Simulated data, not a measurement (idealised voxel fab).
Process module heading - voxel self aligned vias
Section cut is 210 nm wide and gridded with 5 nm square cells.
Think of the cross-section as a grid of square cells. We describe it in bands, top to bottom, and each band covers one or more rows of those cells.
Top height, bottom height, nm. Materials left to right, width each, nm. Single material + "edge to edge" = fills band edge to edge. "blank" = empty.
It should be noted that heights are counted from 0, beneath which the wafer as supplied is of one material throughout, and that the lowest band possesses no lower boundary but continues downward, as written in "0..down".
Per-row width for "30->40": begins at first number (top row of band), ends at second number (bottom row), increment between rows held constant.
Key: "all unchanged" - step with no changed cell in the cross-section.
Voids not open to the top, 8 cells minimum: see "Unvented internal voids". Written width x height at distance; distance is from the left edge; nm.
The remark found on a step's line after its settings is issued by the simulator itself and pertains to that step.
overlay nm: for a step with a mask, the amount by which the mask lay right of where it was planned; a negative amount means left of it.
# So here's the lineup of process steps we planned
| 1 | RECEIVE, material Si |
| 2 | CONFORMAL_DEP, material SiO2, thk nm 10 |
| 3 | CONFORMAL_DEP, material SiCN, thk nm 5 |
| 4 | DIRECTIONAL_DEP, material SiO2, thk nm 30 |
| 5 | MASKED_ETCH, tone open, mask id LINES, width nm 20, pitch nm 60, etch materials SiO2, depth nm 30, overlay nm 0 |
| 6 | CONFORMAL_DEP, material TiN, thk nm 5 |
| 7 | FILL_DEP, material W, thk nm 5 |
| 8 | CMP, height nm 45 |
| 9 | SELECTIVE_ETCH, etch materials W Ru TiN, depth nm 5 |
| 10 | FILL_DEP, material SiN, thk nm 10 |
| 11 | CMP, height nm 45 |
| 12 | DIRECTIONAL_DEP, material SiO2, thk nm 15 |
| 13 | PATTERN, tone open, mask id VIAS, material resist, width nm 30, thk nm 20, overlay nm 0 |
| 14 | DIRECTIONAL_ETCH, etch materials SiO2, depth nm 15 |
| 15 | DIRECTIONAL_ETCH, etch materials SiN, depth nm 5 |
| 16 | STRIP, etch materials resist |
| 17 | CONFORMAL_DEP, material TiN, thk nm 5 |
| 18 | FILL_DEP, material Ru, thk nm 5 |
| 19 | CMP, height nm 60 |
| 20 | CONFORMAL_DEP, material SiN, thk nm 5 |
# As received (post step 1): cross-section
> 0..down: Si edge to edge
> Unvented internal voids: none
# Figure: cross-sectional view of the wafer upon completion of the module, processed from the initial state and according to the plan depicted above, with one error introduced during execution
> 65..60: SiN edge to edge
> 60..45: SiO2 60 nm, TiN 5 nm, Ru 20 nm, TiN 5 nm, SiO2 120 nm
> 45..40: SiO2 60 nm, TiN 30 nm, SiO2 35 nm, SiN 20 nm, SiO2 65 nm
> 40..30: SiO2 60 nm, TiN 10 nm, W 10 nm, TiN 10 nm, SiO2 35 nm, TiN 5 nm, W 10 nm, TiN 5 nm, SiO2 65 nm
> 30..20: SiO2 65 nm, TiN 5 nm, W 10 nm, TiN 5 nm, SiO2 40 nm, TiN 5 nm, W 10 nm, TiN 5 nm, SiO2 65 nm
> 20..15: SiO2 65 nm, TiN 20 nm, SiO2 40 nm, TiN 20 nm, SiO2 65 nm
> 15..10: SiCN edge to edge
> 10..0: SiO2 edge to edge
> 0..down: Si edge to edge
> Unvented internal voids: none
Short version of what went wrong: step 14 of the plan was executed twice over
